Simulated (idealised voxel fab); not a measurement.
The process module presented herein is designated voxel transistor to metal.
Shown is cross-section cut, with a width of 140 nm and square cells of size 5 nm.
A cross-section is a grid of square cells, given in bands from the top down. A band is one or more rows of cells.
The entry gives the band's vertical extent as a top height and a bottom height in nm, then its horizontal make-up as materials from left to right, each with a width in nm. "empty" stands for empty space; a single material marked "full width" fills the band edge to edge.
Heights from 0 (as-received wafer is one material below). Bottom band endless downward, as "0 -> down".
The notation "30 to 40" denotes a width that varies across the rows of cells in the band, beginning at the first number in the top row, finishing at the second number in the bottom row, and changing by an identical amount from each row to the next.
"nothing changed" (step): cross-section cells unchanged, all of them.
Heads up: "Trapped voids" only lists the empty pockets with no open path to the top that are 8 cells or more, and it writes them as width x height at distance, distance from the left edge, in nm.
That trailing text on a step's line, after the settings, is the simulator's own remark on the step.
A step line may carry the setting "overlay nm", which, for steps involving a mask, states the distance by which the mask lay to the right of its intended position; negative values denote displacement to the left.

### The following list gives the planned process steps
1. RECEIVE | material Si
2. CONFORMAL_DEP | material SiO2 | thk nm 5
3. CONFORMAL_DEP | material SiN | thk nm 10
4. MASKED_ETCH | tone cover | mask id ACTIVE | width nm 110 | etch materials SiN | depth nm 10 | overlay nm 0
5. MASKED_ETCH | tone cover | mask id ACTIVE | width nm 110 | etch materials SiO2 | depth nm 5 | overlay nm 0
6. MASKED_ETCH | tone cover | mask id ACTIVE | width nm 110 | etch materials Si | depth nm 25 | overlay nm 0
7. FILL_DEP | material SiO2 | thk nm 10
8. CMP | height nm 15
9. SELECTIVE_ETCH | etch materials SiO2 | depth nm 5
10. STRIP | etch materials SiN
11. SELECTIVE_ETCH | etch materials SiO2 | depth nm 5
12. OXIDIZE | depth nm 5
13. DIRECTIONAL_DEP | material polySi | thk nm 20
14. DIRECTIONAL_DEP | material SiCN | thk nm 15
15. PATTERN | tone cover | mask id GATE | material resist | width nm 20 | thk nm 15 | overlay nm 0
16. DIRECTIONAL_ETCH | etch materials SiCN | depth nm 25
17. DIRECTIONAL_ETCH | etch materials polySi | depth nm 30
18. STRIP | etch materials resist
19. CONFORMAL_DEP | material SiN | thk nm 5
20. DIRECTIONAL_ETCH | etch materials SiN | depth nm 5
21. DIRECTIONAL_ETCH | etch materials SiO2 | depth nm 5
22. DIRECTIONAL_ETCH | etch materials Si | depth nm 5
23. EPI | material pSi | thk nm 5
24. FILL_DEP | material SiO2 | thk nm 10
25. CMP | height nm 35
26. DIRECTIONAL_DEP | material SiO2 | thk nm 10
27. DIRECTIONAL_DEP | material aC | thk nm 15
28. PATTERN | tone open | mask id CONTACT | material resist | width nm 30 | pitch nm 60 | thk nm 35 | overlay nm 0
29. DIRECTIONAL_ETCH | etch materials aC | depth nm 15
30. STRIP | etch materials resist
31. DIRECTIONAL_ETCH | etch materials SiO2 | depth nm 50
32. STRIP | etch materials aC
33. CONFORMAL_DEP | material TiN | thk nm 5
34. FILL_DEP | material W | thk nm 5
35. CMP | height nm 45
36. DIRECTIONAL_DEP | material TiN | thk nm 5
37. DIRECTIONAL_DEP | material W | thk nm 20
38. MASKED_ETCH | tone cover | mask id METAL_1 | width nm 15 | pitch nm 75 | etch materials W | depth nm 20 | overlay nm 0
39. MASKED_ETCH | tone cover | mask id METAL_1 | width nm 15 | pitch nm 75 | etch materials TiN | depth nm 5 | overlay nm 0
40. CONFORMAL_DEP | material SiN | thk nm 5
41. FILL_DEP | material SiO2 | thk nm 5
42. CMP | height nm 70
43. CONFORMAL_DEP | material SiCN | thk nm 5

### The following pertains to the first of two wafers, which was processed as planned

### Delivered wafer in cross-section: state after step 1
	0 -> down | Si full width
	Trapped voids: none

### How the wafer stands in section after step 2
	5 -> 0 | SiO2 full width
	For the remainder of the cross-section, below 0, there is no change.

### How the wafer stands in section after step 3
	15 -> 5 | SiN full width
	For the remainder of the cross-section, below 5, there is no change.

### How the wafer stands in section after step 4
	15 -> 5 | empty: 15  SiN: 110  empty: 15
	For the remainder of the cross-section, below 5, there is no change.

### How the wafer stands in section after step 5
	15 -> 5 | empty: 15  SiN: 110  empty: 15
	5 -> 0 | empty: 15  SiO2: 110  empty: 15
	For the remainder of the cross-section, below 0, there is no change.

### How the wafer stands in section after step 6
	15 -> 5 | empty: 15  SiN: 110  empty: 15
	5 -> 0 | empty: 15  SiO2: 110  empty: 15
	0 -> -25 | empty: 15  Si: 110  empty: 15
	For the remainder of the cross-section, below -25, there is no change.

### How the wafer stands in section after step 7
	25 -> 15 | SiO2 full width
	15 -> 5 | SiO2: 15  SiN: 110  SiO2: 15
	5 -> 0 | SiO2 full width
	0 -> -25 | SiO2: 15  Si: 110  SiO2: 15
	For the remainder of the cross-section, below -25, there is no change.

### How the wafer stands in section after step 8
	15 -> 5 | SiO2: 15  SiN: 110  SiO2: 15
	For the remainder of the cross-section, below 5, there is no change.

### How the wafer stands in section after step 9
	15 -> 10 | empty: 15  SiN: 110  empty: 15
	For the remainder of the cross-section, below 10, there is no change.

### How the wafer stands in section after step 10
	10 -> 5 | SiO2: 15  empty: 110  SiO2: 15
	For the remainder of the cross-section, below 5, there is no change.

### How the wafer stands in section after step 11
	5 -> 0 | SiO2: 10  empty: 120  SiO2: 10
	For the remainder of the cross-section, below 0, there is no change.

### How the wafer stands in section after step 12
	5 -> 0 | SiO2: 10  empty: 120  SiO2: 10
	0 -> -5 | SiO2 full width
	For the remainder of the cross-section, below -5, there is no change.

### How the wafer stands in section after step 13
	25 -> 20 | polySi: 10  empty: 120  polySi: 10
	20 -> 5 | polySi full width
	5 -> 0 | SiO2: 10  polySi: 120  SiO2: 10
	For the remainder of the cross-section, below 0, there is no change.

### How the wafer stands in section after step 14
	40 -> 35 | SiCN: 10  empty: 120  SiCN: 10
	35 -> 25 | SiCN full width
	25 -> 20 | polySi: 10  SiCN: 120  polySi: 10
	For the remainder of the cross-section, below 20, there is no change.

### How the wafer stands in section after step 15
	55 -> 40 | empty: 60  resist: 20  empty: 60
	40 -> 35 | SiCN: 10  empty: 50  resist: 20  empty: 50  SiCN: 10
	For the remainder of the cross-section, below 35, there is no change.

### How the wafer stands in section after step 16
	55 -> 35 | empty: 60  resist: 20  empty: 60
	35 -> 25 | empty: 60  SiCN: 20  empty: 60
	25 -> 20 | polySi: 10  empty: 50  SiCN: 20  empty: 50  polySi: 10
	For the remainder of the cross-section, below 20, there is no change.

### How the wafer stands in section after step 17
	55 -> 35 | empty: 60  resist: 20  empty: 60
	35 -> 20 | empty: 60  SiCN: 20  empty: 60
	20 -> 5 | empty: 60  polySi: 20  empty: 60
	5 -> 0 | SiO2: 10  empty: 50  polySi: 20  empty: 50  SiO2: 10
	For the remainder of the cross-section, below 0, there is no change.

### How the wafer stands in section after step 18
	35 -> 20 | empty: 60  SiCN: 20  empty: 60
	For the remainder of the cross-section, below 20, there is no change.

### How the wafer stands in section after step 19
	40 -> 35 | empty: 55  SiN: 30  empty: 55
	35 -> 20 | empty: 55  SiN: 5  SiCN: 20  SiN: 5  empty: 55
	20 -> 10 | empty: 55  SiN: 5  polySi: 20  SiN: 5  empty: 55
	10 -> 5 | SiN: 15  empty: 40  SiN: 5  polySi: 20  SiN: 5  empty: 40  SiN: 15
	5 -> 0 | SiO2: 10  SiN: 50  polySi: 20  SiN: 50  SiO2: 10
	For the remainder of the cross-section, below 0, there is no change.

### How the wafer stands in section after step 20
	35 -> 20 | empty: 55  SiN: 5  SiCN: 20  SiN: 5  empty: 55
	20 -> 5 | empty: 55  SiN: 5  polySi: 20  SiN: 5  empty: 55
	5 -> 0 | SiO2: 10  SiN: 5  empty: 40  SiN: 5  polySi: 20  SiN: 5  empty: 40  SiN: 5  SiO2: 10
	For the remainder of the cross-section, below 0, there is no change.

### How the wafer stands in section after step 21
	35 -> 20 | empty: 55  SiN: 5  SiCN: 20  SiN: 5  empty: 55
	20 -> 5 | empty: 55  SiN: 5  polySi: 20  SiN: 5  empty: 55
	5 -> 0 | empty: 10  SiN: 5  empty: 40  SiN: 5  polySi: 20  SiN: 5  empty: 40  SiN: 5  empty: 10
	0 -> -5 | SiO2: 15  empty: 40  SiO2: 30  empty: 40  SiO2: 15
	For the remainder of the cross-section, below -5, there is no change.

### How the wafer stands in section after step 22
	35 -> 20 | empty: 55  SiN: 5  SiCN: 20  SiN: 5  empty: 55
	20 -> 5 | empty: 55  SiN: 5  polySi: 20  SiN: 5  empty: 55
	5 -> 0 | empty: 10  SiN: 5  empty: 40  SiN: 5  polySi: 20  SiN: 5  empty: 40  SiN: 5  empty: 10
	0 -> -5 | SiO2: 15  empty: 40  SiO2: 30  empty: 40  SiO2: 15
	-5 -> -10 | SiO2: 15  empty: 40  Si: 30  empty: 40  SiO2: 15
	For the remainder of the cross-section, below -10, there is no change.

### How the wafer stands in section after step 23
	35 -> 20 | empty: 55  SiN: 5  SiCN: 20  SiN: 5  empty: 55
	20 -> 5 | empty: 55  SiN: 5  polySi: 20  SiN: 5  empty: 55
	5 -> 0 | empty: 10  SiN: 5  empty: 40  SiN: 5  polySi: 20  SiN: 5  empty: 40  SiN: 5  empty: 10
	0 -> -5 | SiO2: 15  empty: 35  pSi: 5  SiO2: 30  pSi: 5  empty: 35  SiO2: 15
	-5 -> -10 | SiO2: 15  pSi: 40  Si: 30  pSi: 40  SiO2: 15
	For the remainder of the cross-section, below -10, there is no change.

### How the wafer stands in section after step 24
	45 -> 35 | SiO2 full width
	35 -> 20 | SiO2: 55  SiN: 5  SiCN: 20  SiN: 5  SiO2: 55
	20 -> 5 | SiO2: 55  SiN: 5  polySi: 20  SiN: 5  SiO2: 55
	5 -> 0 | SiO2: 10  SiN: 5  SiO2: 40  SiN: 5  polySi: 20  SiN: 5  SiO2: 40  SiN: 5  SiO2: 10
	0 -> -5 | SiO2: 50  pSi: 5  SiO2: 30  pSi: 5  SiO2: 50
	For the remainder of the cross-section, below -5, there is no change.

### How the wafer stands in section after step 25
	35 -> 20 | SiO2: 55  SiN: 5  SiCN: 20  SiN: 5  SiO2: 55
	For the remainder of the cross-section, below 20, there is no change.

### How the wafer stands in section after step 26
	45 -> 35 | SiO2 full width
	For the remainder of the cross-section, below 35, there is no change.

### How the wafer stands in section after step 27
	60 -> 45 | aC full width
	For the remainder of the cross-section, below 45, there is no change.

### How the wafer stands in section after step 28
	95 -> 60 | resist: 25  empty: 30  resist: 30  empty: 30  resist: 25
	For the remainder of the cross-section, below 60, there is no change.

### How the wafer stands in section after step 29
	80 -> 60 | resist: 25  empty: 30  resist: 30  empty: 30  resist: 25
	60 -> 45 | aC: 25  empty: 30  aC: 30  empty: 30  aC: 25
	For the remainder of the cross-section, below 45, there is no change.

### How the wafer stands in section after step 30
	60 -> 45 | aC: 25  empty: 30  aC: 30  empty: 30  aC: 25
	For the remainder of the cross-section, below 45, there is no change.

### How the wafer stands in section after step 31
	60 -> 45 | aC: 25  empty: 30  aC: 30  empty: 30  aC: 25
	45 -> 35 | SiO2: 25  empty: 30  SiO2: 30  empty: 30  SiO2: 25
	35 -> 20 | SiO2: 25  empty: 30  SiN: 5  SiCN: 20  SiN: 5  empty: 30  SiO2: 25
	20 -> 5 | SiO2: 25  empty: 30  SiN: 5  polySi: 20  SiN: 5  empty: 30  SiO2: 25
	5 -> 0 | SiO2: 10  SiN: 5  SiO2: 10  empty: 30  SiN: 5  polySi: 20  SiN: 5  empty: 30  SiO2: 10  SiN: 5  SiO2: 10
	0 -> -5 | SiO2: 25  empty: 25  pSi: 5  SiO2: 30  pSi: 5  empty: 25  SiO2: 25
	For the remainder of the cross-section, below -5, there is no change.

### How the wafer stands in section after step 32
	45 -> 35 | SiO2: 25  empty: 30  SiO2: 30  empty: 30  SiO2: 25
	For the remainder of the cross-section, below 35, there is no change.

### How the wafer stands in section after step 33
	50 -> 45 | TiN: 30  empty: 20  TiN: 40  empty: 20  TiN: 30
	45 -> 35 | SiO2: 25  TiN: 5  empty: 20  TiN: 5  SiO2: 30  TiN: 5  empty: 20  TiN: 5  SiO2: 25
	35 -> 20 | SiO2: 25  TiN: 5  empty: 20  TiN: 5  SiN: 5  SiCN: 20  SiN: 5  TiN: 5  empty: 20  TiN: 5  SiO2: 25
	20 -> 5 | SiO2: 25  TiN: 5  empty: 20  TiN: 5  SiN: 5  polySi: 20  SiN: 5  TiN: 5  empty: 20  TiN: 5  SiO2: 25
	5 -> 0 | SiO2: 10  SiN: 5  SiO2: 10  TiN: 5  empty: 15  TiN: 10  SiN: 5  polySi: 20  SiN: 5  TiN: 10  empty: 15  TiN: 5  SiO2: 10  SiN: 5  SiO2: 10
	0 -> -5 | SiO2: 25  TiN: 25  pSi: 5  SiO2: 30  pSi: 5  TiN: 25  SiO2: 25
	For the remainder of the cross-section, below -5, there is no change.

### How the wafer stands in section after step 34
	55 -> 50 | W full width
	50 -> 45 | TiN: 30  W: 20  TiN: 40  W: 20  TiN: 30
	45 -> 35 | SiO2: 25  TiN: 5  W: 20  TiN: 5  SiO2: 30  TiN: 5  W: 20  TiN: 5  SiO2: 25
	35 -> 20 | SiO2: 25  TiN: 5  W: 20  TiN: 5  SiN: 5  SiCN: 20  SiN: 5  TiN: 5  W: 20  TiN: 5  SiO2: 25
	20 -> 5 | SiO2: 25  TiN: 5  W: 20  TiN: 5  SiN: 5  polySi: 20  SiN: 5  TiN: 5  W: 20  TiN: 5  SiO2: 25
	5 -> 0 | SiO2: 10  SiN: 5  SiO2: 10  TiN: 5  W: 15  TiN: 10  SiN: 5  polySi: 20  SiN: 5  TiN: 10  W: 15  TiN: 5  SiO2: 10  SiN: 5  SiO2: 10
	For the remainder of the cross-section, below 0, there is no change.

### How the wafer stands in section after step 35
	45 -> 35 | SiO2: 25  TiN: 5  W: 20  TiN: 5  SiO2: 30  TiN: 5  W: 20  TiN: 5  SiO2: 25
	For the remainder of the cross-section, below 35, there is no change.

### How the wafer stands in section after step 36
	50 -> 45 | TiN full width
	For the remainder of the cross-section, below 45, there is no change.

### How the wafer stands in section after step 37
	70 -> 50 | W full width
	For the remainder of the cross-section, below 50, there is no change.

### How the wafer stands in section after step 38
	70 -> 50 | empty: 25  W: 15  empty: 60  W: 15  empty: 25
	For the remainder of the cross-section, below 50, there is no change.

### How the wafer stands in section after step 39
	70 -> 50 | empty: 25  W: 15  empty: 60  W: 15  empty: 25
	50 -> 45 | empty: 25  TiN: 15  empty: 60  TiN: 15  empty: 25
	For the remainder of the cross-section, below 45, there is no change.

### How the wafer stands in section after step 40
	75 -> 70 | empty: 20  SiN: 25  empty: 50  SiN: 25  empty: 20
	70 -> 50 | empty: 20  SiN: 5  W: 15  SiN: 5  empty: 50  SiN: 5  W: 15  SiN: 5  empty: 20
	50 -> 45 | SiN: 25  TiN: 15  SiN: 60  TiN: 15  SiN: 25
	For the remainder of the cross-section, below 45, there is no change.

### How the wafer stands in section after step 41
	80 -> 75 | SiO2 full width
	75 -> 70 | SiO2: 20  SiN: 25  SiO2: 50  SiN: 25  SiO2: 20
	70 -> 50 | SiO2: 20  SiN: 5  W: 15  SiN: 5  SiO2: 50  SiN: 5  W: 15  SiN: 5  SiO2: 20
	For the remainder of the cross-section, below 50, there is no change.

### How the wafer stands in section after step 42
	70 -> 50 | SiO2: 20  SiN: 5  W: 15  SiN: 5  SiO2: 50  SiN: 5  W: 15  SiN: 5  SiO2: 20
	For the remainder of the cross-section, below 50, there is no change.

### How the wafer stands in section after step 43
	75 -> 70 | SiCN full width
	For the remainder of the cross-section, below 70, there is no change.

### The Second Wafer: Common Origin and Plan, One Mistake in Execution, Identical to the First Through Step 14

### Second wafer profile in section, at the moment step 15 of the plan was meant to be complete
	55 -> 40 | empty: 70  resist: 20  empty: 50
	40 -> 35 | SiCN: 10  empty: 60  resist: 20  empty: 40  SiCN: 10
	For the remainder of the cross-section, below 35, there is no change.

### Second wafer profile in section, at the moment step 16 of the plan was meant to be complete
	55 -> 35 | empty: 70  resist: 20  empty: 50
	35 -> 25 | empty: 70  SiCN: 20  empty: 50
	25 -> 20 | polySi: 10  empty: 60  SiCN: 20  empty: 40  polySi: 10
	For the remainder of the cross-section, below 20, there is no change.

### Second wafer profile in section, at the moment step 17 of the plan was meant to be complete
	55 -> 35 | empty: 70  resist: 20  empty: 50
	35 -> 20 | empty: 70  SiCN: 20  empty: 50
	20 -> 5 | empty: 70  polySi: 20  empty: 50
	5 -> 0 | SiO2: 10  empty: 60  polySi: 20  empty: 40  SiO2: 10
	For the remainder of the cross-section, below 0, there is no change.

### Second wafer profile in section, at the moment step 18 of the plan was meant to be complete
	35 -> 20 | empty: 70  SiCN: 20  empty: 50
	For the remainder of the cross-section, below 20, there is no change.

### Second wafer profile in section, at the moment step 19 of the plan was meant to be complete
	40 -> 35 | empty: 65  SiN: 30  empty: 45
	35 -> 20 | empty: 65  SiN: 5  SiCN: 20  SiN: 5  empty: 45
	20 -> 10 | empty: 65  SiN: 5  polySi: 20  SiN: 5  empty: 45
	10 -> 5 | SiN: 15  empty: 50  SiN: 5  polySi: 20  SiN: 5  empty: 30  SiN: 15
	5 -> 0 | SiO2: 10  SiN: 60  polySi: 20  SiN: 40  SiO2: 10
	For the remainder of the cross-section, below 0, there is no change.

### Second wafer profile in section, at the moment step 20 of the plan was meant to be complete
	35 -> 20 | empty: 65  SiN: 5  SiCN: 20  SiN: 5  empty: 45
	20 -> 5 | empty: 65  SiN: 5  polySi: 20  SiN: 5  empty: 45
	5 -> 0 | SiO2: 10  SiN: 5  empty: 50  SiN: 5  polySi: 20  SiN: 5  empty: 30  SiN: 5  SiO2: 10
	For the remainder of the cross-section, below 0, there is no change.

### Second wafer profile in section, at the moment step 21 of the plan was meant to be complete
	35 -> 20 | empty: 65  SiN: 5  SiCN: 20  SiN: 5  empty: 45
	20 -> 5 | empty: 65  SiN: 5  polySi: 20  SiN: 5  empty: 45
	5 -> 0 | empty: 10  SiN: 5  empty: 50  SiN: 5  polySi: 20  SiN: 5  empty: 30  SiN: 5  empty: 10
	0 -> -5 | SiO2: 15  empty: 50  SiO2: 30  empty: 30  SiO2: 15
	For the remainder of the cross-section, below -5, there is no change.

### Second wafer profile in section, at the moment step 22 of the plan was meant to be complete
	35 -> 20 | empty: 65  SiN: 5  SiCN: 20  SiN: 5  empty: 45
	20 -> 5 | empty: 65  SiN: 5  polySi: 20  SiN: 5  empty: 45
	5 -> 0 | empty: 10  SiN: 5  empty: 50  SiN: 5  polySi: 20  SiN: 5  empty: 30  SiN: 5  empty: 10
	0 -> -5 | SiO2: 15  empty: 50  SiO2: 30  empty: 30  SiO2: 15
	-5 -> -10 | SiO2: 15  empty: 50  Si: 30  empty: 30  SiO2: 15
	For the remainder of the cross-section, below -10, there is no change.

### Second wafer profile in section, at the moment step 23 of the plan was meant to be complete
	35 -> 20 | empty: 65  SiN: 5  SiCN: 20  SiN: 5  empty: 45
	20 -> 5 | empty: 65  SiN: 5  polySi: 20  SiN: 5  empty: 45
	5 -> 0 | empty: 10  SiN: 5  empty: 50  SiN: 5  polySi: 20  SiN: 5  empty: 30  SiN: 5  empty: 10
	0 -> -5 | SiO2: 15  empty: 45  pSi: 5  SiO2: 30  pSi: 5  empty: 25  SiO2: 15
	-5 -> -10 | SiO2: 15  pSi: 50  Si: 30  pSi: 30  SiO2: 15
	For the remainder of the cross-section, below -10, there is no change.

### Second wafer profile in section, at the moment step 24 of the plan was meant to be complete
	45 -> 35 | SiO2 full width
	35 -> 20 | SiO2: 65  SiN: 5  SiCN: 20  SiN: 5  SiO2: 45
	20 -> 5 | SiO2: 65  SiN: 5  polySi: 20  SiN: 5  SiO2: 45
	5 -> 0 | SiO2: 10  SiN: 5  SiO2: 50  SiN: 5  polySi: 20  SiN: 5  SiO2: 30  SiN: 5  SiO2: 10
	0 -> -5 | SiO2: 60  pSi: 5  SiO2: 30  pSi: 5  SiO2: 40
	For the remainder of the cross-section, below -5, there is no change.

### Second wafer profile in section, at the moment step 25 of the plan was meant to be complete
	35 -> 20 | SiO2: 65  SiN: 5  SiCN: 20  SiN: 5  SiO2: 45
	For the remainder of the cross-section, below 20, there is no change.

### Second wafer profile in section, at the moment step 26 of the plan was meant to be complete
	45 -> 35 | SiO2 full width
	For the remainder of the cross-section, below 35, there is no change.

### Second wafer profile in section, at the moment step 27 of the plan was meant to be complete
	60 -> 45 | aC full width
	For the remainder of the cross-section, below 45, there is no change.

### Second wafer profile in section, at the moment step 28 of the plan was meant to be complete
	95 -> 60 | resist: 25  empty: 30  resist: 30  empty: 30  resist: 25
	For the remainder of the cross-section, below 60, there is no change.

### Second wafer profile in section, at the moment step 29 of the plan was meant to be complete
	80 -> 60 | resist: 25  empty: 30  resist: 30  empty: 30  resist: 25
	60 -> 45 | aC: 25  empty: 30  aC: 30  empty: 30  aC: 25
	For the remainder of the cross-section, below 45, there is no change.

### Second wafer profile in section, at the moment step 30 of the plan was meant to be complete
	60 -> 45 | aC: 25  empty: 30  aC: 30  empty: 30  aC: 25
	For the remainder of the cross-section, below 45, there is no change.

### Second wafer profile in section, at the moment step 31 of the plan was meant to be complete
	60 -> 45 | aC: 25  empty: 30  aC: 30  empty: 30  aC: 25
	45 -> 35 | SiO2: 25  empty: 30  SiO2: 30  empty: 30  SiO2: 25
	35 -> 20 | SiO2: 25  empty: 30  SiO2: 10  SiN: 5  SiCN: 20  SiN: 5  empty: 20  SiO2: 25
	20 -> 5 | SiO2: 25  empty: 30  SiO2: 10  SiN: 5  polySi: 20  SiN: 5  empty: 20  SiO2: 25
	5 -> 0 | SiO2: 10  SiN: 5  SiO2: 10  empty: 30  SiO2: 10  SiN: 5  polySi: 20  SiN: 5  empty: 20  SiO2: 10  SiN: 5  SiO2: 10
	0 -> -5 | SiO2: 25  empty: 30  SiO2: 5  pSi: 5  SiO2: 30  pSi: 5  empty: 15  SiO2: 25
	For the remainder of the cross-section, below -5, there is no change.

### Second wafer profile in section, at the moment step 32 of the plan was meant to be complete
	45 -> 35 | SiO2: 25  empty: 30  SiO2: 30  empty: 30  SiO2: 25
	For the remainder of the cross-section, below 35, there is no change.

### Second wafer profile in section, at the moment step 33 of the plan was meant to be complete
	50 -> 45 | TiN: 30  empty: 20  TiN: 40  empty: 20  TiN: 30
	45 -> 35 | SiO2: 25  TiN: 5  empty: 20  TiN: 5  SiO2: 30  TiN: 5 to 15  empty: 20 to 10  TiN: 5  SiO2: 25
	35 -> 20 | SiO2: 25  TiN: 5  empty: 20  TiN: 5  SiO2: 10  SiN: 5  SiCN: 20  SiN: 5  TiN: 5  empty: 10  TiN: 5  SiO2: 25
	20 -> 5 | SiO2: 25  TiN: 5  empty: 20  TiN: 5  SiO2: 10  SiN: 5  polySi: 20  SiN: 5  TiN: 5  empty: 10  TiN: 5  SiO2: 25
	5 -> 0 | SiO2: 10  SiN: 5  SiO2: 10  TiN: 5  empty: 20  TiN: 5  SiO2: 10  SiN: 5  polySi: 20  SiN: 5  TiN: 10  empty: 5  TiN: 5  SiO2: 10  SiN: 5  SiO2: 10
	0 -> -5 | SiO2: 25  TiN: 30  SiO2: 5  pSi: 5  SiO2: 30  pSi: 5  TiN: 15  SiO2: 25
	For the remainder of the cross-section, below -5, there is no change.

### Second wafer profile in section, at the moment step 34 of the plan was meant to be complete
	55 -> 50 | W full width
	50 -> 45 | TiN: 30  W: 20  TiN: 40  W: 20  TiN: 30
	45 -> 35 | SiO2: 25  TiN: 5  W: 20  TiN: 5  SiO2: 30  TiN: 5 to 15  W: 20 to 10  TiN: 5  SiO2: 25
	35 -> 20 | SiO2: 25  TiN: 5  W: 20  TiN: 5  SiO2: 10  SiN: 5  SiCN: 20  SiN: 5  TiN: 5  W: 10  TiN: 5  SiO2: 25
	20 -> 5 | SiO2: 25  TiN: 5  W: 20  TiN: 5  SiO2: 10  SiN: 5  polySi: 20  SiN: 5  TiN: 5  W: 10  TiN: 5  SiO2: 25
	5 -> 0 | SiO2: 10  SiN: 5  SiO2: 10  TiN: 5  W: 20  TiN: 5  SiO2: 10  SiN: 5  polySi: 20  SiN: 5  TiN: 10  W: 5  TiN: 5  SiO2: 10  SiN: 5  SiO2: 10
	For the remainder of the cross-section, below 0, there is no change.

### Second wafer profile in section, at the moment step 35 of the plan was meant to be complete
	45 -> 35 | SiO2: 25  TiN: 5  W: 20  TiN: 5  SiO2: 30  TiN: 5 to 15  W: 20 to 10  TiN: 5  SiO2: 25
	For the remainder of the cross-section, below 35, there is no change.

### Second wafer profile in section, at the moment step 36 of the plan was meant to be complete
	50 -> 45 | TiN full width
	For the remainder of the cross-section, below 45, there is no change.

### Second wafer profile in section, at the moment step 37 of the plan was meant to be complete
	70 -> 50 | W full width
	For the remainder of the cross-section, below 50, there is no change.

### Second wafer profile in section, at the moment step 38 of the plan was meant to be complete
	70 -> 50 | empty: 25  W: 15  empty: 60  W: 15  empty: 25
	For the remainder of the cross-section, below 50, there is no change.

### Second wafer profile in section, at the moment step 39 of the plan was meant to be complete
	70 -> 50 | empty: 25  W: 15  empty: 60  W: 15  empty: 25
	50 -> 45 | empty: 25  TiN: 15  empty: 60  TiN: 15  empty: 25
	For the remainder of the cross-section, below 45, there is no change.

### Second wafer profile in section, at the moment step 40 of the plan was meant to be complete
	75 -> 70 | empty: 20  SiN: 25  empty: 50  SiN: 25  empty: 20
	70 -> 50 | empty: 20  SiN: 5  W: 15  SiN: 5  empty: 50  SiN: 5  W: 15  SiN: 5  empty: 20
	50 -> 45 | SiN: 25  TiN: 15  SiN: 60  TiN: 15  SiN: 25
	For the remainder of the cross-section, below 45, there is no change.

### Second wafer profile in section, at the moment step 41 of the plan was meant to be complete
	80 -> 75 | SiO2 full width
	75 -> 70 | SiO2: 20  SiN: 25  SiO2: 50  SiN: 25  SiO2: 20
	70 -> 50 | SiO2: 20  SiN: 5  W: 15  SiN: 5  SiO2: 50  SiN: 5  W: 15  SiN: 5  SiO2: 20
	For the remainder of the cross-section, below 50, there is no change.

### Second wafer profile in section, at the moment step 42 of the plan was meant to be complete
	70 -> 50 | SiO2: 20  SiN: 5  W: 15  SiN: 5  SiO2: 50  SiN: 5  W: 15  SiN: 5  SiO2: 20
	For the remainder of the cross-section, below 50, there is no change.

### Second wafer profile in section, at the moment step 43 of the plan was meant to be complete
	75 -> 70 | SiCN full width
	For the remainder of the cross-section, below 70, there is no change.
Deviation noted in wafer processing: not per plan at step 15, really ran PATTERN | tone cover | mask id GATE | material resist | width nm 20 | thk nm 15 | overlay nm 10
It is noted that, at the conclusion of processing, the second wafer exhibits a higher or lower cell count for certain materials relative to the first: 15 more of SiO2, 15 fewer of W
